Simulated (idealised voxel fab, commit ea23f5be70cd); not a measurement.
process module | voxel capacitor over wiring
cross-section cut | 215 nm wide | cells 5 nm
A cross-section is a grid of square cells, given in bands from the top down. A band is one or more rows of cells.
Each band's line starts with the height of the band's top and of its bottom, in nm. Then come its materials from left to right, each with its width in nm. One material with "throughout" fills the band from edge to edge. "air" is empty space.
Height 0 is the level under which the wafer as received is all one material. The lowest band goes on downwards, as in "0 down".
A width such as "30 to 40" changes by the same amount from each row of cells to the next, from the band's top row to its bottom row.
"no change" after a step means that no cell of the cross-section changed.
closed voids: empty space of 8 cells or more with no open way to the top, each as width x height at its distance from the left edge, in nm
after a step's settings: what the simulator itself notes on the step
overlay nm, on a step with a mask: how far to the right of its planned place the mask lay; to the left if negative
plan
1 op RECEIVE | material Si
2 op CONFORMAL_DEP | material SiO2 | thk nm 15
3 op CONFORMAL_DEP | material SiN | thk nm 5
4 op DIRECTIONAL_DEP | material SiO2 | thk nm 25
5 op PATTERN | tone open | mask id METAL_1 | material resist | width nm 25 | pitch nm 80 | thk nm 15 | overlay nm 0
6 op DIRECTIONAL_ETCH | etch materials SiO2 | depth nm 25
7 op DIRECTIONAL_ETCH | etch materials SiN | depth nm 5
8 op STRIP | etch materials resist
9 op CONFORMAL_DEP | material TiN | thk nm 5
10 op FILL_DEP | material W | thk nm 10
11 op CMP | height nm 45
12 op EPI | material Ru | thk nm 5
13 op FILL_DEP | material SiCN | thk nm 5
14 op DIRECTIONAL_DEP | material lowk | thk nm 15
15 op PATTERN | tone open | mask id PLUG_1 | material resist | width nm 15 | thk nm 15 | overlay nm 0
16 op DIRECTIONAL_ETCH | etch materials lowk | depth nm 15
17 op DIRECTIONAL_ETCH | etch materials SiCN | depth nm 5
18 op STRIP | etch materials resist
19 op EPI | material Ru | thk nm 10
20 op EPI | material Ru | thk nm 10
21 op DIRECTIONAL_DEP | material TiN | thk nm 5
22 op DIRECTIONAL_DEP | material HfO2 | thk nm 5
23 op DIRECTIONAL_DEP | material TiN | thk nm 5
24 op PATTERN | tone cover | mask id UPPER_PLATE | material resist | width nm 60 | thk nm 20 | overlay nm 0
25 op DIRECTIONAL_ETCH | etch materials TiN | depth nm 5
26 op DIRECTIONAL_ETCH | etch materials HfO2 | depth nm 5
27 op STRIP | etch materials resist
28 op PATTERN | tone cover | mask id LOWER_PLATE | material resist | width nm 70 | thk nm 20 | overlay nm 0
29 op DIRECTIONAL_ETCH | etch materials TiN | depth nm 5
30 op STRIP | etch materials resist
31 op FILL_DEP | material SiO2 | thk nm 20
32 op CMP | height nm 100
33 op MASKED_ETCH | tone open | mask id PLUG_2 | width nm 15 | etch materials SiO2 | depth nm 15 | overlay nm 0
34 op CONFORMAL_DEP | material TiN | thk nm 5
35 op FILL_DEP | material Ru | thk nm 10
36 op CMP | height nm 100
37 op CONFORMAL_DEP | material SiCN | thk nm 5
as received, after step 1
  0 down: Si throughout
  closed voids: none
a wafer at the end: this start, this plan, one mistake
  105 to 100: SiCN throughout
  100 to 90: SiO2 75 | TiN 5 | Ru 5 | TiN 5 | SiO2 125
  90 to 80: SiO2 75 to 80 | TiN 15 to 45 | SiO2 125 to 90
  80 to 75: SiO2 80 | HfO2 45 | SiO2 90
  75 to 70: SiO2 60 | TiN 70 | SiO2 85
  70 to 65: lowk 65 | HfO2 15 | lowk 135
  65 to 60: lowk 65 | TiN 15 | lowk 135
  60 to 55: lowk 65 | Ru 15 | lowk 135
  55 to 50: SiCN 65 | Ru 15 | SiCN 135
  50 to 45: SiCN 50 | Ru 35 | SiCN 45 | Ru 35 | SiCN 50
  45 to 20: SiO2 55 | TiN 5 | W 15 | TiN 5 | SiO2 55 | TiN 5 | W 15 | TiN 5 | SiO2 55
  20 to 15: SiN 55 | TiN 25 | SiN 55 | TiN 25 | SiN 55
  15 to 0: SiO2 throughout
  0 down: Si throughout
  closed voids: none
what went wrong: one of the steps 19 and 20, which are alike, was left out
